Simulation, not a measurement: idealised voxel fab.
Herein follows the process module entitled voxel tone inversion.
The cross-section on display is named cut; it measures 215 nm wide, and its cells are 5 nm squares.
Square cells in a grid make up a cross-section in this document, and the grid is given as bands, listed from the top down, each one or more rows of cells. Per band: top height and bottom height in nm, followed by the left-to-right materials and their widths in nm; "edge to edge" marks a single material spanning edge to edge, "blank" marks empty space. Basically, 0 is our baseline, since under it the wafer straight out of the box is all one material. The bottom band has no lower end and keeps on going down, so it looks like "0 and below". The width entry "30->40" should be interpreted row by row: the top row of cells in the band takes the first number, the bottom row takes the second number, and the change between adjacent rows is uniform throughout. For the purposes of this document, the phrase "stayed the same" attached to a step denotes that no cell within the cross-section was modified by that step. Reported under the label "Fully sealed voids" are the empty spaces having no open way to the top and comprising 8 cells or more; the notation for each is width x height at distance, in which the distance is measured from the left edge and all three values are in nm. That trailing text on a step's line, after the settings, is the simulator's own remark on the step. overlay nm, on a step with a mask: how far to the right of its planned place the mask lay; to the left if negative.

This section lists the process steps that were planned
1,RECEIVE | material Si
2,CONFORMAL_DEP | material SiN | thk nm 5
3,DIRECTIONAL_DEP | material polySi | thk nm 15
4,PATTERN | tone cover | mask id POSTS | material resist | width nm 20 | pitch nm 40 | thk nm 20 | overlay nm 0
5,DIRECTIONAL_ETCH | etch materials polySi | depth nm 15
6,STRIP | etch materials resist
7,FILL_DEP | material SiO2 | thk nm 5
8,CMP | height nm 20
9,STRIP | etch materials polySi

So, the first of our two wafers, run just as we planned it

Here's what the wafer looked like in cross-section when it arrived - that's after step 1
    0 and below: Si edge to edge
    Fully sealed voids: none

The following cross-section depicts the wafer upon completion of step 2
    5 down to 0: SiN edge to edge
    Under 0: no change, same as before.

The following cross-section depicts the wafer upon completion of step 3
    20 down to 5: polySi edge to edge
    Under 5: no change, same as before.

The following cross-section depicts the wafer upon completion of step 4
    40 down to 20: blank: 35, resist: 20, blank: 20, resist: 20, blank: 20, resist: 20, blank: 20, resist: 20, blank: 40
    Under 20: no change, same as before.

The following cross-section depicts the wafer upon completion of step 5
    40 down to 20: blank: 35, resist: 20, blank: 20, resist: 20, blank: 20, resist: 20, blank: 20, resist: 20, blank: 40
    20 down to 5: blank: 35, polySi: 20, blank: 20, polySi: 20, blank: 20, polySi: 20, blank: 20, polySi: 20, blank: 40
    Under 5: no change, same as before.

The following cross-section depicts the wafer upon completion of step 6
    20 down to 5: blank: 35, polySi: 20, blank: 20, polySi: 20, blank: 20, polySi: 20, blank: 20, polySi: 20, blank: 40
    Under 5: no change, same as before.

The following cross-section depicts the wafer upon completion of step 7
    25 down to 20: SiO2 edge to edge
    20 down to 5: SiO2: 35, polySi: 20, SiO2: 20, polySi: 20, SiO2: 20, polySi: 20, SiO2: 20, polySi: 20, SiO2: 40
    Under 5: no change, same as before.

The following cross-section depicts the wafer upon completion of step 8
    20 down to 5: SiO2: 35, polySi: 20, SiO2: 20, polySi: 20, SiO2: 20, polySi: 20, SiO2: 20, polySi: 20, SiO2: 40
    Under 5: no change, same as before.

The following cross-section depicts the wafer upon completion of step 9
    20 down to 5: SiO2: 35, blank: 20, SiO2: 20, blank: 20, SiO2: 20, blank: 20, SiO2: 20, blank: 20, SiO2: 40
    Under 5: no change, same as before.

Second wafer - shared start and plan with the first - one error in running - same as the first up to step 3 inclusive

Cross-section of the second wafer corresponding to the planned conclusion of step 4
    40 down to 20: blank: 45, resist: 20, blank: 20, resist: 20, blank: 20, resist: 20, blank: 20, resist: 20, blank: 30
    Under 20: no change, same as before.

Cross-section of the second wafer corresponding to the planned conclusion of step 5
    40 down to 20: blank: 45, resist: 20, blank: 20, resist: 20, blank: 20, resist: 20, blank: 20, resist: 20, blank: 30
    20 down to 5: blank: 45, polySi: 20, blank: 20, polySi: 20, blank: 20, polySi: 20, blank: 20, polySi: 20, blank: 30
    Under 5: no change, same as before.

Cross-section of the second wafer corresponding to the planned conclusion of step 6
    20 down to 5: blank: 45, polySi: 20, blank: 20, polySi: 20, blank: 20, polySi: 20, blank: 20, polySi: 20, blank: 30
    Under 5: no change, same as before.

Cross-section of the second wafer corresponding to the planned conclusion of step 7
    25 down to 20: SiO2 edge to edge
    20 down to 5: SiO2: 45, polySi: 20, SiO2: 20, polySi: 20, SiO2: 20, polySi: 20, SiO2: 20, polySi: 20, SiO2: 30
    Under 5: no change, same as before.

Cross-section of the second wafer corresponding to the planned conclusion of step 8
    20 down to 5: SiO2: 45, polySi: 20, SiO2: 20, polySi: 20, SiO2: 20, polySi: 20, SiO2: 20, polySi: 20, SiO2: 30
    Under 5: no change, same as before.

Cross-section of the second wafer corresponding to the planned conclusion of step 9
    20 down to 5: SiO2: 45, blank: 20, SiO2: 20, blank: 20, SiO2: 20, blank: 20, SiO2: 20, blank: 20, SiO2: 30
    Under 5: no change, same as before.
Nonconformance to the process plan: step 4 ran with different settings than intended, the actual operation and settings being PATTERN | tone cover | mask id POSTS | material resist | width nm 20 | pitch nm 40 | thk nm 20 | overlay nm 10
By the end, you'd get the same cell count for each material on either wafer, but the second wafer puts them somewhere else.
